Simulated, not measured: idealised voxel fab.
process module | voxel self aligned contacts
cross-section cut | 145 nm wide | cells 5 nm
A cross-section is a grid of square cells, given in bands from the top down. A band is one or more rows of cells.
Each band's line starts with the height of the band's top and of its bottom, in nm. Then come its materials from left to right, each with its width in nm. One material with "throughout" fills the band from edge to edge. "air" is empty space.
Height 0 is the level under which the wafer as received is all one material. The lowest band goes on downwards, as in "0 down".
A width such as "30 to 40" changes by the same amount from each row of cells to the next, from the band's top row to its bottom row.
"no change" after a step means that no cell of the cross-section changed.
closed voids: empty space of 8 cells or more with no open way to the top, each as width x height at its distance from the left edge, in nm
after a step's settings: what the simulator itself notes on the step
overlay nm, on a step with a mask: how far to the right of its planned place the mask lay; to the left if negative
plan
1 op RECEIVE | material Si
2 op OXIDIZE | depth nm 5
3 op DIRECTIONAL_DEP | material polySi | thk nm 20
4 op DIRECTIONAL_DEP | material SiN | thk nm 25
5 op DIRECTIONAL_DEP | material aC | thk nm 10
6 op PATTERN | tone cover | mask id GATE | material resist | width nm 35 | pitch nm 75 | thk nm 25 | overlay nm 0
7 op DIRECTIONAL_ETCH | etch materials aC | depth nm 10
8 op STRIP | etch materials resist
9 op DIRECTIONAL_ETCH | etch materials SiN | depth nm 25
10 op DIRECTIONAL_ETCH | etch materials polySi | depth nm 20
11 op STRIP | etch materials aC
12 op CONFORMAL_DEP | material SiN | thk nm 10
13 op DIRECTIONAL_ETCH | etch materials SiN | depth nm 10
14 op FILL_DEP | material SiO2 | thk nm 15
15 op CMP | height nm 55
16 op MASKED_ETCH | tone open | mask id CONTACT | width nm 50 | etch materials SiO2 | depth nm 60 | overlay nm 0
17 op CONFORMAL_DEP | material TiN | thk nm 5
18 op FILL_DEP | material Ru | thk nm 5
19 op CMP | height nm 55
20 op CONFORMAL_DEP | material SiCN | thk nm 5
as received, after step 1
  0 down: Si throughout
  closed voids: none
a wafer at the end: this start, this plan, one mistake
  60 to 55: SiCN throughout
  55 to 45: SiO2 45 | TiN 5 to 20 | Ru 40 to 10 | TiN 5 to 20 | SiO2 50
  45 to 20: SiO2 5 | SiN 55 | TiN 5 | Ru 10 | TiN 5 | SiN 55 | SiO2 10
  20 to 5: SiO2 5 | SiN 10 | polySi 35 | SiN 10 | TiN 5 | Ru 10 | TiN 5 | SiN 10 | polySi 35 | SiN 10 | SiO2 10
  5 to 0: SiO2 5 | SiN 10 | polySi 35 | SiN 10 | TiN 20 | SiN 10 | polySi 35 | SiN 10 | SiO2 10
  0 down: Si throughout
  closed voids: none
what went wrong: step 2 was left out
